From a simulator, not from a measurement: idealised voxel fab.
The process module presented herein is designated voxel ribs on slabs.
Pictured: cross-section cut, 285 nm wide, on a grid of 5 nm square cells.
In this document a cross-section is written as a grid of square cells. It is given as a series of bands, listed from the top down, and a band is one or more rows of cells. First you get the band's top height and its bottom height, in nm, and then the materials it's made of, left to right, with each width in nm. If you see a single material with "full width", that one covers the band edge to edge. "air" is empty space. Heights from 0 (as-received wafer is one material below). Bottom band endless downward, as "from 0 down". So if you see something like "30..40" for the width, read it as the top row of the band sitting at the first number and the bottom row at the second, with every row in between moving by the same amount as the last. What does "all unchanged" mean for a step? It means no cell of the cross-section changed in that step. Empty spaces counting at least 8 cells and having no open way to the top are listed in "Enclosed cavity list". The notation width x height at distance is used for each, the distance being from the left edge and all three values in nm. Past the settings on a step's line: simulator remark, on that step. "overlay nm", when on a step's line for a step with a mask, measures how far to the right of its planned place the mask lay; a negative measure means to the left.

### List of planned process steps
1. RECEIVE,material Si
2. DIRECTIONAL_DEP,material SiO2,thk nm 20
3. DIRECTIONAL_DEP,material polySi,thk nm 25
4. PATTERN,tone cover,mask id RIB,material resist,width nm 30,thk nm 15,overlay nm 0
5. DIRECTIONAL_ETCH,etch materials polySi,depth nm 10
6. STRIP,etch materials resist
7. DIRECTIONAL_DEP,material aC,thk nm 10
8. PATTERN,tone cover,mask id SLAB,material resist,width nm 90,thk nm 30,overlay nm 0
9. DIRECTIONAL_ETCH,etch materials aC,depth nm 10
10. STRIP,etch materials resist
11. DIRECTIONAL_ETCH,etch materials polySi,depth nm 15
12. STRIP,etch materials aC
13. FILL_DEP,material SiO2,thk nm 20
14. CMP,height nm 60
15. DIRECTIONAL_DEP,material W,thk nm 5
16. MASKED_ETCH,tone cover,mask id HEATER,width nm 40,etch materials W,depth nm 5,overlay nm 0
17. CONFORMAL_DEP,material SiO2,thk nm 10

### First wafer out of two, processed as planned

### This is the cross-section of the wafer as we received it, i.e. after step 1
- from 0 down: Si full width
- Enclosed cavity list: none

### How the wafer stands in section after step 2
- from 20 to 0: SiO2 full width
- Everything under 0 stays put, no change at all.

### How the wafer stands in section after step 3
- from 45 to 20: polySi full width
- Everything under 20 stays put, no change at all.

### How the wafer stands in section after step 4
- from 60 to 45: 125 air, then 30 resist, then 130 air
- Everything under 45 stays put, no change at all.

### How the wafer stands in section after step 5
- from 60 to 45: 125 air, then 30 resist, then 130 air
- from 45 to 35: 125 air, then 30 polySi, then 130 air
- Everything under 35 stays put, no change at all.

### How the wafer stands in section after step 6
- from 45 to 35: 125 air, then 30 polySi, then 130 air
- Everything under 35 stays put, no change at all.

### How the wafer stands in section after step 7
- from 55 to 45: 125 air, then 30 aC, then 130 air
- from 45 to 35: 125 aC, then 30 polySi, then 130 aC
- Everything under 35 stays put, no change at all.

### How the wafer stands in section after step 8
- from 85 to 55: 95 air, then 90 resist, then 100 air
- from 55 to 45: 95 air, then 30 resist, then 30 aC, then 30 resist, then 100 air
- Everything under 45 stays put, no change at all.

### How the wafer stands in section after step 9
- from 75 to 55: 95 air, then 90 resist, then 100 air
- from 55 to 45: 95 air, then 30 resist, then 30 aC, then 30 resist, then 100 air
- from 45 to 35: 95 air, then 30 aC, then 30 polySi, then 30 aC, then 100 air
- Everything under 35 stays put, no change at all.

### How the wafer stands in section after step 10
- from 55 to 45: 125 air, then 30 aC, then 130 air
- Everything under 45 stays put, no change at all.

### How the wafer stands in section after step 11
- from 55 to 45: 125 air, then 30 aC, then 130 air
- from 45 to 35: 95 air, then 30 aC, then 30 polySi, then 30 aC, then 100 air
- from 35 to 20: 95 air, then 90 polySi, then 100 air
- Everything under 20 stays put, no change at all.

### How the wafer stands in section after step 12
- from 45 to 35: 125 air, then 30 polySi, then 130 air
- Everything under 35 stays put, no change at all.

### How the wafer stands in section after step 13
- from 65 to 45: SiO2 full width
- from 45 to 35: 125 SiO2, then 30 polySi, then 130 SiO2
- from 35 to 20: 95 SiO2, then 90 polySi, then 100 SiO2
- Everything under 20 stays put, no change at all.

### How the wafer stands in section after step 14
- from 60 to 45: SiO2 full width
- Everything under 45 stays put, no change at all.

### How the wafer stands in section after step 15
- from 65 to 60: W full width
- Everything under 60 stays put, no change at all.

### How the wafer stands in section after step 16
- from 65 to 60: 120 air, then 40 W, then 125 air
- Everything under 60 stays put, no change at all.

### How the wafer stands in section after step 17
- from 75 to 70: 110 air, then 60 SiO2, then 115 air
- from 70 to 65: SiO2 full width
- from 65 to 60: 120 SiO2, then 40 W, then 125 SiO2
- Everything under 60 stays put, no change at all.

### Second Wafer (Identical Start and Plan, One Processing Error; Matches First Wafer Through Step 15)

### Second wafer profile in section, at the moment step 16 of the plan was meant to be complete
- from 65 to 60: 120 air, then 45 W, then 120 air
- Everything under 60 stays put, no change at all.

### Second wafer profile in section, at the moment step 17 of the plan was meant to be complete
- from 75 to 70: 110 air, then 65 SiO2, then 110 air
- from 70 to 65: SiO2 full width
- from 65 to 60: 120 SiO2, then 45 W, then 120 SiO2
- Everything under 60 stays put, no change at all.
In executing the process, a mistake was made relative to the plan: step 16 did not happen as planned, as run it was MASKED_ETCH,tone cover,mask id HEATER,width nm 45,etch materials W,depth nm 5,overlay nm 0
Final tally in cells, some materials are higher or lower on the second wafer than on the first: 1 more of W
